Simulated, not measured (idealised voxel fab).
Proc. module: voxel lift off
Section shown: cut. Width: 295 nm. Cell size: 5 nm, square.
A cross-section in this document is a grid of square cells, and it is written down as bands, the top band listed before the ones below it; a band is made up of one or more rows of cells.
The entry gives the band's vertical extent as a top height and a bottom height in nm, then its horizontal make-up as materials from left to right, each with a width in nm. "air" stands for empty space; a single material marked "throughout" fills the band edge to edge.
Heights are expressed relative to 0, this being the level below which the as-received wafer comprises one material exclusively. The lowest band is unbounded in the downward direction and is denoted as in "0..down".
A two-number width, for instance "30..40", indicates that the width is equal to the first number in the top row of the band and to the second number in the bottom row, and that it changes by a constant amount per row of cells.
Step marked "no modification"? Then no cell in the cross-section changed in it.
"Closed void roster" means: voids of 8 cells or more that are shut off from the top with no open way through. Written width x height at distance, distance from the left edge, in nm.
It should be noted that, on the line of a given step, the content following the step's settings is a remark produced by the simulator itself with respect to that step.
The optional step-line setting "overlay nm" applies to steps with a mask and quantifies how far to the right of its planned location the mask lay, a negative value indicating leftward placement.

[Intended process steps]
1 op RECEIVE | material Si
2 op CONFORMAL_DEP | material Al2O3 | thk nm 5
3 op PATTERN | tone open | mask id LINES | material resist | width nm 30 | pitch nm 50 | thk nm 30 | overlay nm 0
4 op DIRECTIONAL_DEP | material Ru | thk nm 15
5 op STRIP | etch materials resist
6 op CONFORMAL_DEP | material SiCN | thk nm 5

[The first of two wafers, run as planned]

[Shown in cross-section is the wafer as received, that is, as it stands after step 1]
> 0..down = Si throughout
> Closed void roster: none

[State of the wafer after step 2, shown in cross-section]
> 5..0 = Al2O3 throughout
> All layers under 0 are left as they were.

[State of the wafer after step 3, shown in cross-section]
> 35..5 = 105 resist / 30 air / 20 resist / 30 air / 110 resist
> All layers under 5 are left as they were.

[State of the wafer after step 4, shown in cross-section]
> 50..35 = 105 Ru / 30 air / 20 Ru / 30 air / 110 Ru
> 35..20 = 105 resist / 30 air / 20 resist / 30 air / 110 resist
> 20..5 = 105 resist / 30 Ru / 20 resist / 30 Ru / 110 resist
> All layers under 5 are left as they were.

[State of the wafer after step 5, shown in cross-section]
> 20..5 = 105 air / 30 Ru / 20 air / 30 Ru / 110 air
> All layers under 5 are left as they were.

[State of the wafer after step 6, shown in cross-section]
> 25..20 = 100 air / 40 SiCN / 10 air / 40 SiCN / 105 air
> 20..10 = 100 air / 5 SiCN / 30 Ru / 5 SiCN / 10 air / 5 SiCN / 30 Ru / 5 SiCN / 105 air
> 10..5 = 105 SiCN / 30 Ru / 20 SiCN / 30 Ru / 110 SiCN
> All layers under 5 are left as they were.

[Second Wafer (Identical Start and Plan, One Processing Error; Matches First Wafer Through Step 2)]

[Cross-section of the second wafer at the time by which step 3 should have been completed according to the plan]
> 35..5 = 105 air / 30 resist / 20 air / 30 resist / 110 air
> All layers under 5 are left as they were.

[Cross-section of the second wafer at the time by which step 4 should have been completed according to the plan]
> 50..35 = 105 air / 30 Ru / 20 air / 30 Ru / 110 air
> 35..20 = 105 air / 30 resist / 20 air / 30 resist / 110 air
> 20..5 = 105 Ru / 30 resist / 20 Ru / 30 resist / 110 Ru
> All layers under 5 are left as they were.

[Cross-section of the second wafer at the time by which step 5 should have been completed according to the plan]
> 20..5 = 105 Ru / 30 air / 20 Ru / 30 air / 110 Ru
> All layers under 5 are left as they were.

[Cross-section of the second wafer at the time by which step 6 should have been completed according to the plan]
> 25..20 = 110 SiCN / 20 air / 30 SiCN / 20 air / 115 SiCN
> 20..10 = 105 Ru / 5 SiCN / 20 air / 5 SiCN / 20 Ru / 5 SiCN / 20 air / 5 SiCN / 110 Ru
> 10..5 = 105 Ru / 30 SiCN / 20 Ru / 30 SiCN / 110 Ru
> All layers under 5 are left as they were.
what went wrong: step 3 did not happen as planned, as run it was op PATTERN | tone cover | mask id LINES | material resist | width nm 30 | pitch nm 50 | thk nm 30 | overlay nm 0
Wafer comparison, final, in cells, second relative to first, materials more or fewer: Ru +105
